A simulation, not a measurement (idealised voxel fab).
The document below concerns the process module designated voxel trench capacitor.
The cross-section on display is named cut; it measures 155 nm wide, and its cells are 5 nm squares.
Cross-section layout: square cells on a grid; listed as bands, top to bottom; a band spans one or more cell rows.
Within each band entry, the heights of the top and of the bottom of the band appear first, in that order and in nm; the materials of the band then follow from left to right, each with its corresponding width in nm. The designation "all across" on a single material indicates that it fills the band from edge to edge; the designation "empty" indicates empty space.
Height datum 0, below which the as-received substrate wafer is one material. Lowest band open at the bottom, running downward: "top 0, no bottom".
It should be noted that a width expressed as "30 to 40" varies in equal increments from row to row of cells within the band, taking the value of the first number at the top row and that of the second number at the bottom row.
The cross-section has no changed cell in any step marked "no alteration".
Each empty space that has no open way to the top and spans at least 8 cells appears under "Closed void table" as width x height at distance, the distance counted from the left edge, all in nm.
Post-settings text on a step line: simulator's own remark regarding the step.
The optional step-line setting "overlay nm" applies to steps with a mask and quantifies how far to the right of its planned location the mask lay, a negative value indicating leftward placement.

## Process steps - plan
1 RECEIVE,material Si
2 CONFORMAL_DEP,material SiN,thk nm 10
3 DIRECTIONAL_DEP,material aC,thk nm 15
4 PATTERN,tone open,mask id TRENCH,material resist,width nm 15,pitch nm 40,thk nm 35,overlay nm -15
5 DIRECTIONAL_ETCH,etch materials aC,depth nm 15
6 STRIP,etch materials resist
7 DIRECTIONAL_ETCH,etch materials SiN,depth nm 10
8 DIRECTIONAL_ETCH,etch materials Si,depth nm 30
9 STRIP,etch materials aC
10 CONFORMAL_DEP,material SiO2,thk nm 5
11 FILL_DEP,material polySi,thk nm 10
12 CMP,height nm 10
The plan's step 4 overlay nm is the first wafer's value; the wafers differ in this setting and start identical.

## The as-received cross-section of the first of several wafers corresponds to the state after step 1
> top 0, no bottom: Si all across
> Closed void table: none

## For your reference, the table is organized with a row per wafer; each row reflects the wafer at the end of the module, indicating for each material the cells gained (+) or lost (-) since receipt, and thereafter its closed voids
overlay nm -15, -54 Si, +44 SiN, +51 SiO2, +21 polySi, Closed void table: none
overlay nm -10, -54 Si, +44 SiN, +51 SiO2, +21 polySi, Closed void table: none
overlay nm -5, -54 Si, +44 SiN, +51 SiO2, +21 polySi, Closed void table: none
overlay nm 0, -54 Si, +44 SiN, +51 SiO2, +21 polySi, Closed void table: none
overlay nm 5, -54 Si, +44 SiN, +51 SiO2, +21 polySi, Closed void table: none
overlay nm 10, -54 Si, +44 SiN, +51 SiO2, +21 polySi, Closed void table: none
overlay nm 15, -54 Si, +44 SiN, +51 SiO2, +21 polySi, Closed void table: none
